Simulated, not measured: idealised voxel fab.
Name of the process module below: voxel local oxidation
Square cells of 5 nm make up the cross-section cut, whose width is 140 nm.
Bands, listed from the top down, are how a cross-section gets written in this document; the cross-section itself is a grid of square cells, and a band is one or more rows of them. Top, bottom (nm), then materials left to right with widths (nm); lone material tagged "throughout" fills the whole band edge to edge; "empty" = empty space. Beneath 0, the wafer as received is one material, and that level is where height counting begins. The lowest band goes on downward without a bottom; it is written like "0 down". The two numbers in a width such as "30->40" mark its ends across the band: the first belongs to the top row of cells, the second to the bottom row, and from each row to the next the width moves by the same amount. You'll sometimes find "no change occurred" written for a step, and that's the way of saying that nowhere in the cross-section did a cell change during that step. Empty spaces without an open route to the top, at least 8 cells in extent, make up the entry "Closed internal voids"; each is given as width x height at distance, where the distance is measured from the left edge, and all are in nm. Anything after a step's settings on that line? It's the simulator's own note about the step. The optional step-line setting "overlay nm" applies to steps with a mask and quantifies how far to the right of its planned location the mask lay, a negative value indicating leftward placement.

The steps planned for the process are as follows:
| 1 | op RECEIVE | material Si |
| 2 | op OXIDIZE | depth nm 5 |
| 3 | op CONFORMAL_DEP | material SiN | thk nm 10 |
| 4 | op PATTERN | tone cover | mask id ACTIVE | material resist | width nm 95 | thk nm 15 | overlay nm 0 |
| 5 | op DIRECTIONAL_ETCH | etch materials SiN | depth nm 5 |
| 6 | op STRIP | etch materials resist |
| 7 | op SELECTIVE_ETCH | etch materials SiO2 | depth nm 5 |
| 8 | op OXIDIZE | depth nm 10 |
| 9 | op STRIP | etch materials SiN |
Quick note for whoever runs this: the wafers start identical, but the depth nm at step 5 isn't the same across them. The plan just shows what the first wafer had.

Cross-section: the first of several wafers in its as-received state, i.e. following step 1:
	0 down | Si throughout
	Closed internal voids: none

Cross-section of the first of several wafers, taken after step 9, where the module ends:
	0 to -5 | SiO2 throughout
	-5 down | Si throughout
	Closed internal voids: none

The module's end: a cross-section of the last wafer:
	0 to -5 | 25 empty  85 SiO2  30 empty
	-5 to -15 | 35 SiO2  65 Si  40 SiO2
	-15 down | Si throughout
	Closed internal voids: none

What follows is a table in which each wafer occupies a row; for the wafer as it stands at the close of the module, the row states, material by material, how many cells have been gained (+) or lost (-) since receipt, and then gives its closed voids:
depth nm 5, -28 Si, +28 SiO2, Closed internal voids: none
depth nm 10, -58 Si, +47 SiO2, Closed internal voids: none
depth nm 15, -58 Si, +47 SiO2, Closed internal voids: none
depth nm 20, -58 Si, +47 SiO2, Closed internal voids: none
depth nm 25, -58 Si, +47 SiO2, Closed internal voids: none
